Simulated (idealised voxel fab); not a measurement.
process module | voxel released beams
cross-section cut | 290 nm wide | cells 5 nm
The cross-sections in this document take the form of a grid made of square cells. They are written out as bands, in order from top to bottom. Each band consists of one or more rows of cells. Within each band entry, the heights of the top and of the bottom of the band appear first, in that order and in nm; the materials of the band then follow from left to right, each with its corresponding width in nm. The designation "throughout" on a single material indicates that it fills the band from edge to edge; the designation "blank" indicates empty space. Height datum 0, below which the as-received substrate wafer is one material. Lowest band open at the bottom, running downward: "0 nm and below". Quick explanation for "30->40": the width changes in equal steps down the rows of cells, from the first number in the band's top row to the second number in its bottom row. Any step labelled "identical to before" changed none of the cells in the cross-section. Empty spaces counting at least 8 cells and having no open way to the top are listed in "Voids, enclosed". The notation width x height at distance is used for each, the distance being from the left edge and all three values in nm. The remark found on a step's line after its settings is issued by the simulator itself and pertains to that step. A step line may carry the setting "overlay nm", which, for steps involving a mask, states the distance by which the mask lay to the right of its intended position; negative values denote displacement to the left.

Planned process steps
| 1 | RECEIVE: material Si |
| 2 | CONFORMAL_DEP: material SiN, thk nm 5 |
| 3 | DIRECTIONAL_DEP: material SiO2, thk nm 15 |
| 4 | DIRECTIONAL_DEP: material aC, thk nm 10 |
| 5 | PATTERN: tone open, mask id ANCHOR, material resist, width nm 35, thk nm 25, overlay nm 0 |
| 6 | DIRECTIONAL_ETCH: etch materials aC, depth nm 10 |
| 7 | STRIP: etch materials resist |
| 8 | DIRECTIONAL_ETCH: etch materials SiO2, depth nm 15 |
| 9 | STRIP: etch materials aC |
| 10 | CONFORMAL_DEP: material TiN, thk nm 15 |
| 11 | PATTERN: tone cover, mask id BEAM, material resist, width nm 95, thk nm 20, overlay nm -15 |
| 12 | DIRECTIONAL_ETCH: etch materials TiN, depth nm 15 |
| 13 | STRIP: etch materials resist |
| 14 | STRIP: etch materials SiO2 |
For this document, wafers share an identical start and vary in the step 11 overlay nm; the plan quotes the first wafer's value.

Sectional view: first of several wafers, as received, after step 1
> 0 nm and below: Si throughout
> Voids, enclosed: none

Quick key for the table: a row per wafer, taken at the end of the module. For each material it tells you how many cells the wafer gained (+) or lost (-) since it came in, and the closed voids come after
overlay nm -15; +58 SiN; +75 TiN; Voids, enclosed: none
overlay nm -10; +58 SiN; +75 TiN; Voids, enclosed: none
overlay nm -5; +58 SiN; +75 TiN; Voids, enclosed: none
overlay nm 0; +58 SiN; +75 TiN; Voids, enclosed: none
overlay nm 5; +58 SiN; +75 TiN; Voids, enclosed: none
overlay nm 10; +58 SiN; +75 TiN; Voids, enclosed: none
overlay nm 15; +58 SiN; +75 TiN; Voids, enclosed: none
